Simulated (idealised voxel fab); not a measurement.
The name of this process module is voxel self aligned vias.
245 nm wide, 5 nm square cells: that's cross-section cut.
Format of a cross-section: grid, square cells. Given as bands. Order: top down. Band: one or more rows of cells. The entry gives the band's vertical extent as a top height and a bottom height in nm, then its horizontal make-up as materials from left to right, each with a width in nm. "empty" stands for empty space; a single material marked "everywhere" fills the band edge to edge. Heights from 0 (as-received wafer is one material below). Bottom band endless downward, as "top 0, no bottom". A width given as "30->40" starts at the first number in the band's top row and ends at the second number in its bottom row, shifting by an equal amount at every step from row to row. No cell of the cross-section changed in a step that is given as "nothing different". Any empty space of 8 cells or more lacking an open way to the top shows up in "Closed void listing" as width x height at distance, distance from the left edge, in nm. after a step's settings: what the simulator itself notes on the step. "overlay nm" denotes, for a step that has a mask, the displacement of the mask to the right of its planned place, with negative values corresponding to the left.

[Process steps - plan]
1: op RECEIVE | material Si
2: op CONFORMAL_DEP | material SiO2 | thk nm 10
3: op CONFORMAL_DEP | material SiCN | thk nm 5
4: op DIRECTIONAL_DEP | material SiO2 | thk nm 30
5: op PATTERN | tone open | mask id LINES | material resist | width nm 30 | pitch nm 70 | thk nm 15 | overlay nm 0
6: op DIRECTIONAL_ETCH | etch materials SiO2 | depth nm 30
7: op STRIP | etch materials resist
8: op CONFORMAL_DEP | material TiN | thk nm 5
9: op FILL_DEP | material Ru | thk nm 5
10: op CMP | height nm 45
11: op SELECTIVE_ETCH | etch materials W Ru TiN | depth nm 5
12: op FILL_DEP | material SiN | thk nm 5
13: op CMP | height nm 45
14: op DIRECTIONAL_DEP | material SiO2 | thk nm 20
15: op DIRECTIONAL_DEP | material aC | thk nm 15
16: op PATTERN | tone open | mask id VIAS | material resist | width nm 50 | pitch nm 140 | thk nm 35 | overlay nm 0
17: op DIRECTIONAL_ETCH | etch materials aC | depth nm 15
18: op STRIP | etch materials resist
19: op DIRECTIONAL_ETCH | etch materials SiO2 | depth nm 20
20: op DIRECTIONAL_ETCH | etch materials SiN | depth nm 5
21: op STRIP | etch materials aC
22: op CONFORMAL_DEP | material TiN | thk nm 5
23: op FILL_DEP | material W | thk nm 5
24: op CMP | height nm 65
25: op CONFORMAL_DEP | material SiN | thk nm 5

[Wafer at receipt (post step 1), cross-section]
> top 0, no bottom | Si everywhere
> Closed void listing: none

[Starting structure and process plan are as shown above, but one mistake was made in running the module; the wafer cross-section at the end of the module follows]
> top 70, bottom 65 | SiN everywhere
> top 65, bottom 50 | 25 of SiO2  5 of TiN  40 of W  5 of TiN  90 of SiO2  5 of TiN  40 of W  5 of TiN  30 of SiO2
> top 50, bottom 45 | 25 of SiO2  15 of TiN  20 of W  15 of TiN  90 of SiO2  15 of TiN  20 of W  15 of TiN  30 of SiO2
> top 45, bottom 40 | 35 of SiO2  30 of TiN  40 of SiO2  30 of SiN  40 of SiO2  30 of TiN  40 of SiO2
> top 40, bottom 20 | 35 of SiO2  5 of TiN  20 of Ru  5 of TiN  40 of SiO2  5 of TiN  20 of Ru  5 of TiN  40 of SiO2  5 of TiN  20 of Ru  5 of TiN  40 of SiO2
> top 20, bottom 15 | 35 of SiO2  30 of TiN  40 of SiO2  30 of TiN  40 of SiO2  30 of TiN  40 of SiO2
> top 15, bottom 5 | SiO2 everywhere
> top 5, bottom 0 | SiCN everywhere
> top 0, no bottom | Si everywhere
> Closed void listing: none
Plan not followed: step 3 occupied the plan position of step 2, and the converse holds as well
